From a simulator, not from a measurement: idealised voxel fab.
This is a process module. Its name is voxel ribs on slabs.
FYI the section here is cut, 250 nm wide, cells are 5 nm squares.
A cross-section in this document is a grid of square cells, and it is written down as bands, the top band listed before the ones below it; a band is made up of one or more rows of cells. The band entry comprises the height of the band's top followed by the height of its bottom, expressed in nm, and subsequently the band's materials from left to right, each stated together with its width in nm. Where a single material is marked with the word "everywhere", that material fills the band from edge to edge. The word "empty" represents empty space. Counting heights begins at 0, where everything beneath is, in the wafer as received, one material. The lowest band has no bottom; it goes on downwards, as "0 down" shows. Read "30->40" as a graded width: first number on top, second number at the bottom, same change between each pair of neighbouring rows. Step note "no alterations made" = no cross-section cell changed. What "Closed void register" gives you is every empty space of 8 cells or more that is cut off from the top. Each appears as width x height at distance, with the distance taken from the left edge and width, height and distance all in nm. after a step's settings: what the simulator itself notes on the step. overlay nm: mask right of planned place by this much (step with mask). Neg. = left.

[List of planned process steps]
1 RECEIVE: material Si
2 DIRECTIONAL_DEP: material SiO2, thk nm 20
3 DIRECTIONAL_DEP: material SiN, thk nm 25
4 PATTERN: tone cover, mask id RIB, material resist, width nm 25, thk nm 15, overlay nm 0
5 DIRECTIONAL_ETCH: etch materials SiN, depth nm 5
6 STRIP: etch materials resist
7 DIRECTIONAL_DEP: material aC, thk nm 10
8 PATTERN: tone cover, mask id SLAB, material resist, width nm 55, thk nm 25, overlay nm 0
9 DIRECTIONAL_ETCH: etch materials aC, depth nm 10
10 STRIP: etch materials resist
11 DIRECTIONAL_ETCH: etch materials SiN, depth nm 20
12 STRIP: etch materials aC
13 FILL_DEP: material SiO2, thk nm 25
14 CMP: height nm 65
15 DIRECTIONAL_DEP: material TiN, thk nm 10
16 DIRECTIONAL_DEP: material aC, thk nm 15
17 PATTERN: tone cover, mask id HEATER, material resist, width nm 35, thk nm 35, overlay nm 0
18 DIRECTIONAL_ETCH: etch materials aC, depth nm 15
19 STRIP: etch materials resist
20 DIRECTIONAL_ETCH: etch materials TiN, depth nm 10
21 STRIP: etch materials aC
22 CONFORMAL_DEP: material SiN, thk nm 10

[Shown in cross-section is the wafer as received, that is, as it stands after step 1]
* 0 down = Si everywhere
* Closed void register: none

[Final cross-section, module run with one mistake (start and plan as above)]
* 85 to 75 = empty (85), SiN (55), empty (110)
* 75 to 65 = SiN (95), TiN (35), SiN (120)
* 65 to 45 = SiO2 everywhere
* 45 to 40 = SiO2 (110), SiN (25), SiO2 (115)
* 40 to 20 = SiO2 (95), SiN (55), SiO2 (100)
* 20 to 0 = SiO2 everywhere
* 0 down = Si everywhere
* Closed void register: none
Against the plan, the run slipped here: step 17 was not run as planned; what actually ran was PATTERN: tone cover, mask id HEATER, material resist, width nm 35, thk nm 35, overlay nm -10
